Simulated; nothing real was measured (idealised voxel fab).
Proc. module: voxel gate over fins
This is section cut - it's 170 nm across, gridded in 5 nm square cells.
Bands, listed from the top down, are how a cross-section gets written in this document; the cross-section itself is a grid of square cells, and a band is one or more rows of them.
Top height, bottom height, nm. Materials left to right, width each, nm. Single material + "edge to edge" = fills band edge to edge. "empty" = empty.
It should be noted that heights are counted from 0, beneath which the wafer as supplied is of one material throughout, and that the lowest band possesses no lower boundary but continues downward, as written in "0 nm and below".
The notation "30..40" denotes a width that varies across the rows of cells in the band, beginning at the first number in the top row, finishing at the second number in the bottom row, and changing by an identical amount from each row to the next.
The designation "nothing changed", where it is given for a processing step, indicates that no cell of the cross-section was altered in the course of that step.
Heads up: "Entrapped voids" only lists the empty pockets with no open path to the top that are 8 cells or more, and it writes them as width x height at distance, distance from the left edge, in nm.
after a step's settings: what the simulator itself notes on the step
overlay nm: on a step with a mask, how far right of its planned place the mask lay; negative means left.
**Process steps - plan**
- 1: RECEIVE | material Si
- 2: CONFORMAL_DEP | material SiN | thk nm 10
- 3: DIRECTIONAL_DEP | material aC | thk nm 15
- 4: PATTERN | tone cover | mask id FINS | material resist | width nm 15 | pitch nm 35 | thk nm 30 | overlay nm 0
- 5: DIRECTIONAL_ETCH | etch materials aC | depth nm 15
- 6: STRIP | etch materials resist
- 7: DIRECTIONAL_ETCH | etch materials SiN | depth nm 10
- 8: DIRECTIONAL_ETCH | etch materials Si | depth nm 40
- 9: STRIP | etch materials aC
- 10: OXIDIZE | depth nm 5
- 11: FILL_DEP | material SiO2 | thk nm 15
- 12: CMP | height nm 10
- 13: SELECTIVE_ETCH | etch materials SiO2 | depth nm 25
- 14: STRIP | etch materials SiN
- 15: CONFORMAL_DEP | material HfO2 | thk nm 5
- 16: CONFORMAL_DEP | material TiN | thk nm 5
- 17: CONFORMAL_DEP | material TiAl | thk nm 5
- 18: CONFORMAL_DEP | material TiN | thk nm 5
- 19: FILL_DEP | material W | thk nm 15
- 20: CMP | height nm 30
- 21: CONFORMAL_DEP | material SiCN | thk nm 5
Among the wafers covered here, the point of difference is the thk nm at step 16; their starting state is shared, and the plan presents the value of the first wafer.
**Cross-section of the first of several wafers as received (after step 1)**
* 0 nm and below: Si edge to edge
* Entrapped voids: none
**Cross-section after step 21, the final step of the module, for the first of several wafers**
* 35 nm to 30 nm: SiCN edge to edge
* 30 nm to 20 nm: W edge to edge
* 20 nm to 15 nm: 10 W / 150 TiN / 10 W
* 15 nm to 10 nm: 10 W / 5 TiN / 140 TiAl / 5 TiN / 10 W
* 10 nm to 5 nm: 10 W / 5 TiN / 5 TiAl / 25 TiN / 10 TiAl / 25 TiN / 10 TiAl / 25 TiN / 10 TiAl / 25 TiN / 5 TiAl / 5 TiN / 10 W
* 5 nm to 0 nm: 15 TiN / 5 TiAl / 5 TiN / 15 HfO2 / 5 TiN / 10 TiAl / 5 TiN / 15 HfO2 / 5 TiN / 10 TiAl / 5 TiN / 15 HfO2 / 5 TiN / 10 TiAl / 5 TiN / 15 HfO2 / 5 TiN / 5 TiAl / 15 TiN
* 0 nm to -5 nm: 20 TiAl / 5 TiN / 5 HfO2 / 5 Si / 5 HfO2 / 5 TiN / 10 TiAl / 5 TiN / 5 HfO2 / 5 Si / 5 HfO2 / 5 TiN / 10 TiAl / 5 TiN / 5 HfO2 / 5 Si / 5 HfO2 / 5 TiN / 10 TiAl / 5 TiN / 5 HfO2 / 5 Si / 5 HfO2 / 5 TiN / 20 TiAl
* -5 nm to -10 nm: 25 TiN / 5 HfO2 / 5 Si / 5 HfO2 / 20 TiN / 5 HfO2 / 5 Si / 5 HfO2 / 20 TiN / 5 HfO2 / 5 Si / 5 HfO2 / 20 TiN / 5 HfO2 / 5 Si / 5 HfO2 / 25 TiN
* -10 nm to -15 nm: 30 HfO2 / 5 Si / 30 HfO2 / 5 Si / 30 HfO2 / 5 Si / 30 HfO2 / 5 Si / 30 HfO2
* -15 nm to -45 nm: 30 SiO2 / 5 Si / 30 SiO2 / 5 Si / 30 SiO2 / 5 Si / 30 SiO2 / 5 Si / 30 SiO2
* -45 nm and below: Si edge to edge
* Entrapped voids: none
**A cross-section through the last wafer at the close of the module**
* 35 nm to 30 nm: SiCN edge to edge
* 30 nm to 25 nm: TiAl edge to edge
* 25 nm to 10 nm: 5 TiAl / 160 TiN / 5 TiAl
* 10 nm to 5 nm: TiN edge to edge
* 5 nm to 0 nm: 25 TiN / 15 HfO2 / 20 TiN / 15 HfO2 / 20 TiN / 15 HfO2 / 20 TiN / 15 HfO2 / 25 TiN
* 0 nm to -10 nm: 25 TiN / 5 HfO2 / 5 Si / 5 HfO2 / 20 TiN / 5 HfO2 / 5 Si / 5 HfO2 / 20 TiN / 5 HfO2 / 5 Si / 5 HfO2 / 20 TiN / 5 HfO2 / 5 Si / 5 HfO2 / 25 TiN
* -10 nm to -15 nm: 30 HfO2 / 5 Si / 30 HfO2 / 5 Si / 30 HfO2 / 5 Si / 30 HfO2 / 5 Si / 30 HfO2
* -15 nm to -45 nm: 30 SiO2 / 5 Si / 30 SiO2 / 5 Si / 30 SiO2 / 5 Si / 30 SiO2 / 5 Si / 30 SiO2
* -45 nm and below: Si edge to edge
* Entrapped voids: none
**Per wafer (row), end of module: delta in cells per material since receipt, (+) for gained, (-) for lost; closed voids after that**
thk nm 5 | +58 HfO2 | -270 Si | +34 SiCN | +180 SiO2 | +58 TiAl | +98 TiN | +80 W | Entrapped voids: none
thk nm 10 | +58 HfO2 | -270 Si | +34 SiCN | +180 SiO2 | +40 TiAl | +156 TiN | +40 W | Entrapped voids: none
thk nm 15 | +58 HfO2 | -270 Si | +34 SiCN | +180 SiO2 | +40 TiAl | +196 TiN | Entrapped voids: none
thk nm 20 | +58 HfO2 | -270 Si | +34 SiCN | +180 SiO2 | +40 TiAl | +196 TiN | Entrapped voids: none
